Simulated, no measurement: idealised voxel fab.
Process module, titled voxel ribs on slabs
cross-section cut | 300 nm wide | cells 5 nm
In this document a cross-section is written as a grid of square cells. It is given as a series of bands, listed from the top down, and a band is one or more rows of cells.
Read a band's entry like this: the first values are the height of its top and the height of its bottom in nm, and what follows is the sequence of materials from left to right, each with its width in nm. Note that "blank" is empty space, and that a single material marked "everywhere" reaches across the band from edge to edge.
Counting heights begins at 0, where everything beneath is, in the wafer as received, one material. The lowest band has no bottom; it goes on downwards, as "z 0 and below" shows.
Top row gets the first number, bottom row gets the second, and each row in between changes by the same step: that is how a band width like "30->40" works.
It should be understood that the words "no alterations made", when stated for a given step, signify that the cross-section underwent no change in any of its cells during that step.
"Internal closed voids" enumerates empty spaces isolated from the top, with no open way to it, that contain at least 8 cells, giving each as width x height at distance from the left edge, all three in nm.
Note: text after step settings on the step line = simulator remark on that step.
The setting "overlay nm" may be written on the line of a step. When the step uses a mask, the value reports how far to the right of the planned place the mask lay, and a negative value reports that it lay to the left.
Planned process steps
1 RECEIVE: material Si
2 DIRECTIONAL_DEP: material SiO2, thk nm 20
3 DIRECTIONAL_DEP: material polySi, thk nm 20
4 DIRECTIONAL_DEP: material aC, thk nm 15
5 PATTERN: tone cover, mask id RIB, material resist, width nm 30, thk nm 30, overlay nm 0
6 DIRECTIONAL_ETCH: etch materials aC, depth nm 15
7 STRIP: etch materials resist
8 DIRECTIONAL_ETCH: etch materials polySi, depth nm 10
9 STRIP: etch materials aC
10 PATTERN: tone cover, mask id SLAB, material resist, width nm 90, thk nm 20, overlay nm 0
11 DIRECTIONAL_ETCH: etch materials polySi, depth nm 10
12 STRIP: etch materials resist
13 FILL_DEP: material SiO2, thk nm 30
14 CMP: height nm 60
15 DIRECTIONAL_DEP: material TiN, thk nm 5
16 DIRECTIONAL_DEP: material aC, thk nm 15
17 PATTERN: tone cover, mask id HEATER, material resist, width nm 40, thk nm 30, overlay nm 0
18 DIRECTIONAL_ETCH: etch materials aC, depth nm 15
19 STRIP: etch materials resist
20 DIRECTIONAL_ETCH: etch materials TiN, depth nm 5
21 STRIP: etch materials aC
22 CONFORMAL_DEP: material SiO2, thk nm 5
The first of the two wafers, which ran as planned
as received, after step 1
> z 0 and below  Si everywhere
> Internal closed voids: none
Cross-sectional representation of the wafer at the conclusion of step 2
> z 20 to 0  SiO2 everywhere
> Whatever lies below 0 is exactly as it was before.
Cross-sectional representation of the wafer at the conclusion of step 3
> z 40 to 20  polySi everywhere
> Whatever lies below 20 is exactly as it was before.
Cross-sectional representation of the wafer at the conclusion of step 4
> z 55 to 40  aC everywhere
> Whatever lies below 40 is exactly as it was before.
Cross-sectional representation of the wafer at the conclusion of step 5
> z 85 to 55  blank (135) / resist (30) / blank (135)
> Whatever lies below 55 is exactly as it was before.
Cross-sectional representation of the wafer at the conclusion of step 6
> z 70 to 55  blank (135) / resist (30) / blank (135)
> z 55 to 40  blank (135) / aC (30) / blank (135)
> Whatever lies below 40 is exactly as it was before.
Cross-sectional representation of the wafer at the conclusion of step 7
> z 55 to 40  blank (135) / aC (30) / blank (135)
> Whatever lies below 40 is exactly as it was before.
Cross-sectional representation of the wafer at the conclusion of step 8
> z 55 to 40  blank (135) / aC (30) / blank (135)
> z 40 to 30  blank (135) / polySi (30) / blank (135)
> Whatever lies below 30 is exactly as it was before.
Cross-sectional representation of the wafer at the conclusion of step 9
> z 40 to 30  blank (135) / polySi (30) / blank (135)
> Whatever lies below 30 is exactly as it was before.
Cross-sectional representation of the wafer at the conclusion of step 10
> z 60 to 40  blank (105) / resist (90) / blank (105)
> z 40 to 30  blank (105) / resist (30) / polySi (30) / resist (30) / blank (105)
> Whatever lies below 30 is exactly as it was before.
Cross-sectional representation of the wafer at the conclusion of step 11
> z 60 to 40  blank (105) / resist (90) / blank (105)
> z 40 to 30  blank (105) / resist (30) / polySi (30) / resist (30) / blank (105)
> z 30 to 20  blank (105) / polySi (90) / blank (105)
> Whatever lies below 20 is exactly as it was before.
Cross-sectional representation of the wafer at the conclusion of step 12
> z 40 to 30  blank (135) / polySi (30) / blank (135)
> Whatever lies below 30 is exactly as it was before.
Cross-sectional representation of the wafer at the conclusion of step 13
> z 70 to 40  SiO2 everywhere
> z 40 to 30  SiO2 (135) / polySi (30) / SiO2 (135)
> z 30 to 20  SiO2 (105) / polySi (90) / SiO2 (105)
> Whatever lies below 20 is exactly as it was before.
Cross-sectional representation of the wafer at the conclusion of step 14
> z 60 to 40  SiO2 everywhere
> Whatever lies below 40 is exactly as it was before.
Cross-sectional representation of the wafer at the conclusion of step 15
> z 65 to 60  TiN everywhere
> Whatever lies below 60 is exactly as it was before.
Cross-sectional representation of the wafer at the conclusion of step 16
> z 80 to 65  aC everywhere
> Whatever lies below 65 is exactly as it was before.
Cross-sectional representation of the wafer at the conclusion of step 17
> z 110 to 80  blank (130) / resist (40) / blank (130)
> Whatever lies below 80 is exactly as it was before.
Cross-sectional representation of the wafer at the conclusion of step 18
> z 95 to 80  blank (130) / resist (40) / blank (130)
> z 80 to 65  blank (130) / aC (40) / blank (130)
> Whatever lies below 65 is exactly as it was before.
Cross-sectional representation of the wafer at the conclusion of step 19
> z 80 to 65  blank (130) / aC (40) / blank (130)
> Whatever lies below 65 is exactly as it was before.
Cross-sectional representation of the wafer at the conclusion of step 20
> z 80 to 65  blank (130) / aC (40) / blank (130)
> z 65 to 60  blank (130) / TiN (40) / blank (130)
> Whatever lies below 60 is exactly as it was before.
Cross-sectional representation of the wafer at the conclusion of step 21
> z 65 to 60  blank (130) / TiN (40) / blank (130)
> Whatever lies below 60 is exactly as it was before.
Cross-sectional representation of the wafer at the conclusion of step 22
> z 70 to 65  blank (125) / SiO2 (50) / blank (125)
> z 65 to 60  SiO2 (130) / TiN (40) / SiO2 (130)
> Whatever lies below 60 is exactly as it was before.
Wafer two of the pair: same origin, same plan, one error during the run; identical to wafer one up to and including step 16
What the second wafer looks like in cross-section when step 17 should have wrapped up
> z 110 to 80  blank (130) / resist (45) / blank (125)
> Whatever lies below 80 is exactly as it was before.
What the second wafer looks like in cross-section when step 18 should have wrapped up
> z 95 to 80  blank (130) / resist (45) / blank (125)
> z 80 to 65  blank (130) / aC (45) / blank (125)
> Whatever lies below 65 is exactly as it was before.
What the second wafer looks like in cross-section when step 19 should have wrapped up
> z 80 to 65  blank (130) / aC (45) / blank (125)
> Whatever lies below 65 is exactly as it was before.
What the second wafer looks like in cross-section when step 20 should have wrapped up
> z 80 to 65  blank (130) / aC (45) / blank (125)
> z 65 to 60  blank (130) / TiN (45) / blank (125)
> Whatever lies below 60 is exactly as it was before.
What the second wafer looks like in cross-section when step 21 should have wrapped up
> z 65 to 60  blank (130) / TiN (45) / blank (125)
> Whatever lies below 60 is exactly as it was before.
What the second wafer looks like in cross-section when step 22 should have wrapped up
> z 70 to 65  blank (125) / SiO2 (55) / blank (120)
> z 65 to 60  SiO2 (130) / TiN (45) / SiO2 (125)
> Whatever lies below 60 is exactly as it was before.
Plan not followed: off-plan run, step 17, actual operation and settings PATTERN: tone cover, mask id HEATER, material resist, width nm 45, thk nm 30, overlay nm 0
FYI, end of process, the second wafer has more or fewer cells of some materials than the first: 1 more of TiN
